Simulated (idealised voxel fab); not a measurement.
The document below concerns the process module designated voxel trench capacitor.
Xsec cut, 155 nm wide, square cell size 5 nm.
In this document a cross-section is written as a grid of square cells. It is given as a series of bands, listed from the top down, and a band is one or more rows of cells.
Band entry format. Leading values: height of top, height of bottom, nm. Remainder: materials in left-to-right order, each with its width in nm. Special words: "everywhere" on a single material, which then fills the band edge to edge; "air", empty space.
Height reference: 0 = level under which incoming wafer is all one material. Lowest band: no bottom, runs on downward, e.g. "0 and below".
You'd read "30..40" like this: the band's top row of cells is as wide as the first number, its bottom row is as wide as the second, and going down, every row changes width by the same amount as the row before did.
It should be understood that the words "no modification", when stated for a given step, signify that the cross-section underwent no change in any of its cells during that step.
Look at "Sealed internal cavities" for the closed voids: empty spaces with no open path to the top, sized 8 cells or up. Each is width x height at distance, distance from the left edge, all nm.
Post-settings text on a step line: simulator's own remark regarding the step.
Steps that use a mask can have "overlay nm" on their line. It says how far the mask sat to the right of where it was meant to be. Negative means to the left.
### Planned process steps
| 1 | RECEIVE,material Si |
| 2 | CONFORMAL_DEP,material SiN,thk nm 10 |
| 3 | DIRECTIONAL_DEP,material aC,thk nm 15 |
| 4 | PATTERN,tone open,mask id TRENCH,material resist,width nm 15,pitch nm 40,thk nm 35,overlay nm 0 |
| 5 | DIRECTIONAL_ETCH,etch materials aC,depth nm 15 |
| 6 | STRIP,etch materials resist |
| 7 | DIRECTIONAL_ETCH,etch materials SiN,depth nm 10 |
| 8 | DIRECTIONAL_ETCH,etch materials Si,depth nm 30 |
| 9 | STRIP,etch materials aC |
| 10 | CONFORMAL_DEP,material SiO2,thk nm 5 |
| 11 | FILL_DEP,material polySi,thk nm 10 |
| 12 | CMP,height nm 10 |
### Cross-section of the incoming wafer, state after step 1
0 and below  Si everywhere
Sealed internal cavities: none
### Wafer cross-section at module end: first of two, run to plan
10 down to 0  30 of SiN / 5 of SiO2 / 5 of polySi / 5 of SiO2 / 25 of SiN / 5 of SiO2 / 5 of polySi / 5 of SiO2 / 25 of SiN / 5 of SiO2 / 5 of polySi / 5 of SiO2 / 30 of SiN
0 down to -25  30 of Si / 5 of SiO2 / 5 of polySi / 5 of SiO2 / 25 of Si / 5 of SiO2 / 5 of polySi / 5 of SiO2 / 25 of Si / 5 of SiO2 / 5 of polySi / 5 of SiO2 / 30 of Si
-25 down to -30  30 of Si / 15 of SiO2 / 25 of Si / 15 of SiO2 / 25 of Si / 15 of SiO2 / 30 of Si
-30 and below  Si everywhere
Sealed internal cavities: none
### Cross-sectional image of the second wafer of the two following completion of the module. Starting state and process plan were the same as for the first wafer; one execution error occurred
10 down to 0  25 of polySi / 5 of SiO2 / 15 of SiN / 5 of SiO2 / 15 of polySi / 5 of SiO2 / 15 of SiN / 5 of SiO2 / 15 of polySi / 5 of SiO2 / 15 of SiN / 5 of SiO2 / 25 of polySi
0 down to -25  25 of polySi / 5 of SiO2 / 15 of Si / 5 of SiO2 / 15 of polySi / 5 of SiO2 / 15 of Si / 5 of SiO2 / 15 of polySi / 5 of SiO2 / 15 of Si / 5 of SiO2 / 25 of polySi
-25 down to -30  30 of SiO2 / 15 of Si / 25 of SiO2 / 15 of Si / 25 of SiO2 / 15 of Si / 30 of SiO2
-30 and below  Si everywhere
Sealed internal cavities: none
The plan and the run diverged here: off-plan run, step 4, actual operation and settings PATTERN,tone cover,mask id TRENCH,material resist,width nm 15,pitch nm 40,thk nm 35,overlay nm 0
Upon completion, the second wafer contains, in terms of cells, a greater or smaller amount of certain materials than the first wafer: Si: 78 fewer; SiN: 26 fewer; SiO2: 13 more; polySi: 91 more
